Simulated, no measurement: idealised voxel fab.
process module | voxel double patterning
cross-section cut | 255 nm wide | cells 5 nm
A cross-section is a grid of square cells, given in bands from the top down. A band is one or more rows of cells.
Each band's line starts with the height of the band's top and of its bottom, in nm. Then come its materials from left to right, each with its width in nm. One material with "throughout" fills the band from edge to edge. "air" is empty space.
Height 0 is the level under which the wafer as received is all one material. The lowest band goes on downwards, as in "0 down".
A width such as "30 to 40" changes by the same amount from each row of cells to the next, from the band's top row to its bottom row.
"no change" after a step means that no cell of the cross-section changed.
closed voids: empty space of 8 cells or more with no open way to the top, each as width x height at its distance from the left edge, in nm
after a step's settings: what the simulator itself notes on the step
overlay nm, on a step with a mask: how far to the right of its planned place the mask lay; to the left if negative
plan
1 op RECEIVE | material Si
2 op CONFORMAL_DEP | material SiO2 | thk nm 10
3 op DIRECTIONAL_DEP | material polySi | thk nm 15
4 op DIRECTIONAL_DEP | material SiCN | thk nm 5
5 op DIRECTIONAL_DEP | material aC | thk nm 15
6 op PATTERN | tone open | mask id FIRST | material resist | width nm 15 | pitch nm 50 | thk nm 30 | overlay nm 0
7 op DIRECTIONAL_ETCH | etch materials aC | depth nm 15
8 op STRIP | etch materials resist
9 op DIRECTIONAL_ETCH | etch materials SiCN | depth nm 5
10 op STRIP | etch materials aC
11 op MASKED_ETCH | tone open | mask id SECOND | width nm 15 | pitch nm 50 | etch materials SiCN | depth nm 5 | overlay nm 0
12 op DIRECTIONAL_ETCH | etch materials polySi | depth nm 15
13 op STRIP | etch materials SiCN
as received, after step 1
  0 down: Si throughout
  closed voids: none
a wafer at the end: this start, this plan, one mistake
  30 to 25: SiO2 throughout
  25 to 10: polySi throughout
  10 to 0: SiO2 throughout
  0 down: Si throughout
  closed voids: none
what went wrong: step 4 ran as: op DIRECTIONAL_DEP | material SiO2 | thk nm 5
